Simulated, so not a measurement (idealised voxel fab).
process module | voxel gate over fins
cross-section cut | 270 nm wide | cells 5 nm
A cross-section is a grid of square cells, given in bands from the top down. A band is one or more rows of cells.
Each band's line starts with the height of the band's top and of its bottom, in nm. Then come its materials from left to right, each with its width in nm. One material with "throughout" fills the band from edge to edge. "air" is empty space.
Height 0 is the level under which the wafer as received is all one material. The lowest band goes on downwards, as in "0 down".
A width such as "30 to 40" changes by the same amount from each row of cells to the next, from the band's top row to its bottom row.
"no change" after a step means that no cell of the cross-section changed.
closed voids: empty space of 8 cells or more with no open way to the top, each as width x height at its distance from the left edge, in nm
after a step's settings: what the simulator itself notes on the step
overlay nm, on a step with a mask: how far to the right of its planned place the mask lay; to the left if negative
plan
1 op RECEIVE | material Si
2 op CONFORMAL_DEP | material SiN | thk nm 5
3 op MASKED_ETCH | tone cover | mask id FINS | width nm 15 | pitch nm 55 | etch materials SiN | depth nm 5 | overlay nm 0
4 op MASKED_ETCH | tone cover | mask id FINS | width nm 15 | pitch nm 55 | etch materials Si | depth nm 35 | overlay nm 0
5 op OXIDIZE | depth nm 5
6 op FILL_DEP | material SiO2 | thk nm 15
7 op CMP | height nm 5
8 op PATTERN | tone open | mask id RAIL | material resist | width nm 15 | thk nm 20 | overlay nm 0
9 op DIRECTIONAL_ETCH | etch materials SiO2 | depth nm 35
10 op STRIP | etch materials resist
11 op CONFORMAL_DEP | material TiN | thk nm 5
12 op FILL_DEP | material Ru | thk nm 5
13 op CMP | height nm 5
14 op SELECTIVE_ETCH | etch materials W Ru TiN | depth nm 20
15 op FILL_DEP | material SiO2 | thk nm 5
16 op CMP | height nm 5
17 op SELECTIVE_ETCH | etch materials SiO2 | depth nm 15
18 op STRIP | etch materials SiN
19 op CONFORMAL_DEP | material HfO2 | thk nm 5
20 op CONFORMAL_DEP | material TiN | thk nm 5
21 op FILL_DEP | material W | thk nm 15
22 op CMP | height nm 20
23 op CONFORMAL_DEP | material SiCN | thk nm 5
as received, after step 1
  0 down: Si throughout
  closed voids: none
first wafer at the end, as planned
  25 to 20: SiCN throughout
  20 to 10: W throughout
  10 to 5: W 40 | TiN 25 | W 30 | TiN 25 | W 30 | TiN 25 | W 30 | TiN 25 | W 40
  5 to 0: W 40 | TiN 5 | HfO2 15 | TiN 5 | W 30 | TiN 5 | HfO2 15 | TiN 5 | W 30 | TiN 5 | HfO2 15 | TiN 5 | W 30 | TiN 5 | HfO2 15 | TiN 5 | W 40
  0 to -5: TiN 45 | HfO2 5 | Si 5 | HfO2 5 | TiN 40 | HfO2 5 | Si 5 | HfO2 5 | TiN 40 | HfO2 5 | Si 5 | HfO2 5 | TiN 40 | HfO2 5 | Si 5 | HfO2 5 | TiN 45
  -5 to -10: HfO2 50 | Si 5 | HfO2 50 | Si 5 | HfO2 50 | Si 5 | HfO2 50 | Si 5 | HfO2 50
  -10 to -15: SiO2 50 | Si 5 | SiO2 50 | Si 5 | SiO2 50 | Si 5 | SiO2 50 | Si 5 | SiO2 50
  -15 to -25: SiO2 50 | Si 5 | SiO2 15 | TiN 5 | Ru 5 | TiN 5 | SiO2 20 | Si 5 | SiO2 50 | Si 5 | SiO2 50 | Si 5 | SiO2 50
  -25 to -30: SiO2 50 | Si 5 | SiO2 15 | TiN 15 | SiO2 20 | Si 5 | SiO2 50 | Si 5 | SiO2 50 | Si 5 | SiO2 50
  -30 to -40: SiO2 50 | Si 5 | SiO2 50 | Si 5 | SiO2 50 | Si 5 | SiO2 50 | Si 5 | SiO2 50
  -40 down: Si throughout
  closed voids: none
second wafer at the end: like start, like plan, one mistake
  25 to 20: SiCN throughout
  20 to 10: W throughout
  10 to 5: W 40 | HfO2 25 | W 30 | HfO2 25 | W 30 | HfO2 25 | W 30 | HfO2 25 | W 40
  5 to 0: W 40 | HfO2 5 | TiN 15 | HfO2 5 | W 30 | HfO2 5 | TiN 15 | HfO2 5 | W 30 | HfO2 5 | TiN 15 | HfO2 5 | W 30 | HfO2 5 | TiN 15 | HfO2 5 | W 40
  0 to -5: HfO2 45 | TiN 5 | Si 5 | TiN 5 | HfO2 40 | TiN 5 | Si 5 | TiN 5 | HfO2 40 | TiN 5 | Si 5 | TiN 5 | HfO2 40 | TiN 5 | Si 5 | TiN 5 | HfO2 45
  -5 to -10: TiN 50 | Si 5 | TiN 50 | Si 5 | TiN 50 | Si 5 | TiN 50 | Si 5 | TiN 50
  -10 to -15: SiO2 50 | Si 5 | SiO2 50 | Si 5 | SiO2 50 | Si 5 | SiO2 50 | Si 5 | SiO2 50
  -15 to -25: SiO2 50 | Si 5 | SiO2 15 | TiN 5 | Ru 5 | TiN 5 | SiO2 20 | Si 5 | SiO2 50 | Si 5 | SiO2 50 | Si 5 | SiO2 50
  -25 to -30: SiO2 50 | Si 5 | SiO2 15 | TiN 15 | SiO2 20 | Si 5 | SiO2 50 | Si 5 | SiO2 50 | Si 5 | SiO2 50
  -30 to -40: SiO2 50 | Si 5 | SiO2 50 | Si 5 | SiO2 50 | Si 5 | SiO2 50 | Si 5 | SiO2 50
  -40 down: Si throughout
  closed voids: none
what went wrong: steps 19 and 20 were swapped
at the end the second wafer has, in cells: as many of each material as the first, in other places
